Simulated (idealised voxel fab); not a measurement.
process module | voxel tone inversion
cross-section cut | 255 nm wide | cells 5 nm
A cross-section is a grid of square cells, given in bands from the top down. A band is one or more rows of cells.
Each band's line starts with the height of the band's top and of its bottom, in nm. Then come its materials from left to right, each with its width in nm. One material with "throughout" fills the band from edge to edge. "air" is empty space.
Height 0 is the level under which the wafer as received is all one material. The lowest band goes on downwards, as in "0 down".
A width such as "30 to 40" changes by the same amount from each row of cells to the next, from the band's top row to its bottom row.
"no change" after a step means that no cell of the cross-section changed.
closed voids: empty space of 8 cells or more with no open way to the top, each as width x height at its distance from the left edge, in nm
after a step's settings: what the simulator itself notes on the step
overlay nm, on a step with a mask: how far to the right of its planned place the mask lay; to the left if negative
plan
1 op RECEIVE | material Si
2 op CONFORMAL_DEP | material SiN | thk nm 5
3 op DIRECTIONAL_DEP | material aC | thk nm 20
4 op PATTERN | tone cover | mask id POSTS | material resist | width nm 25 | pitch nm 55 | thk nm 25 | overlay nm 0
5 op DIRECTIONAL_ETCH | etch materials aC | depth nm 20
6 op STRIP | etch materials resist
7 op FILL_DEP | material SiO2 | thk nm 10
8 op CMP | height nm 25
9 op STRIP | etch materials aC
10 op CONFORMAL_DEP | material TiN | thk nm 5
11 op FILL_DEP | material Cu | thk nm 10
12 op CMP | height nm 25
13 op CONFORMAL_DEP | material SiN | thk nm 5
as received, after step 1
  0 down: Si throughout
  closed voids: none
first wafer at the end, as planned
  30 to 25: SiN throughout
  25 to 10: SiO2 30 | TiN 5 | Cu 15 | TiN 5 | SiO2 30 | TiN 5 | Cu 15 | TiN 5 | SiO2 30 | TiN 5 | Cu 15 | TiN 5 | SiO2 30 | TiN 5 | Cu 15 | TiN 5 | SiO2 35
  10 to 5: SiO2 30 | TiN 25 | SiO2 30 | TiN 25 | SiO2 30 | TiN 25 | SiO2 30 | TiN 25 | SiO2 35
  5 to 0: SiN throughout
  0 down: Si throughout
  closed voids: none
second wafer at the end: like start, like plan, one mistake
  30 to 20: SiN throughout
  20 to 0: aC throughout
  0 down: Si throughout
  closed voids: none
what went wrong: steps 2 and 3 were swapped
at the end the second wafer has, in cells: 36 fewer of Cu | 124 fewer of SiO2 | 44 fewer of TiN | 204 more of aC
